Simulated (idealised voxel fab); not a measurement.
process module | voxel plated lines
Cross-section cut: width 225 nm, square cells of 5 nm.
Throughout this document, each cross-section is represented as a grid of square cells and is presented as a sequence of bands enumerated from the top downward, where a band comprises one or more rows of cells.
Within each band entry, the heights of the top and of the bottom of the band appear first, in that order and in nm; the materials of the band then follow from left to right, each with its corresponding width in nm. The designation "full width" on a single material indicates that it fills the band from edge to edge; the designation "air" indicates empty space.
Note: height 0 marks the level under which the wafer is uniformly one material as received. Lowest band unbounded below, written "0 -> down".
With a width like "30..40", each row of cells in the band differs from the next by the same amount, the top row carrying the first number and the bottom row the second.
"stayed the same", as given for a step, is the statement that not any cell of the cross-section underwent a change during that step.
In the "Internal closed voids" entry, you get each enclosed empty space of 8 cells or more, one with no open way to the top, written width x height at distance, distance from the left edge, in nm.
Text after the settings on a step's line: the simulator's own remark on that step.
"overlay nm" denotes, for a step that has a mask, the displacement of the mask to the right of its planned place, with negative values corresponding to the left.
## plan
step 1: RECEIVE (material Si)
step 2: CONFORMAL_DEP (material SiN; thk nm 10)
step 3: DIRECTIONAL_DEP (material TiN; thk nm 5)
step 4: PATTERN (tone open; mask id LINES; material resist; width nm 30; pitch nm 45; thk nm 40; overlay nm 0)
step 5: EPI (material Ru; thk nm 5)
step 6: EPI (material Ru; thk nm 10)
step 7: EPI (material Ru; thk nm 5)
step 8: STRIP (etch materials resist)
step 9: DIRECTIONAL_ETCH (etch materials TiN; depth nm 5)
step 10: CONFORMAL_DEP (material SiO2; thk nm 10)
## Wafer as received: cross-section following step 1
  0 -> down = Si full width
  Internal closed voids: none
## Run as planned - first of the two wafers cross-sectioned at the end of the module
  45 -> 35 = air=65, SiO2=95, air=65
  35 -> 20 = air=65, SiO2=10, Ru=30, SiO2=15, Ru=30, SiO2=10, air=65
  20 -> 15 = SiO2=75, Ru=30, SiO2=15, Ru=30, SiO2=75
  15 -> 10 = SiO2=75, TiN=30, SiO2=15, TiN=30, SiO2=75
  10 -> 0 = SiN full width
  0 -> down = Si full width
  Internal closed voids: none
## What the second wafer looks like in cross-section once the module is done. Its start and its plan matched the first wafer's exactly; what differed was one mistake in how it was run
  55 -> 45 = air=65, SiO2=95, air=65
  45 -> 20 = air=65, SiO2=10, Ru=30, SiO2=15, Ru=30, SiO2=10, air=65
  20 -> 15 = SiO2=75, Ru=30, SiO2=15, Ru=30, SiO2=75
  15 -> 10 = SiO2=75, TiN=30, SiO2=15, TiN=30, SiO2=75
  10 -> 0 = SiN full width
  0 -> down = Si full width
  Internal closed voids: none
Deviation noted in wafer processing: step 6 from the plan got run twice
Counted in cells at the end, the second wafer holds more or fewer of these materials than the first: 24 more of Ru, 14 more of SiO2
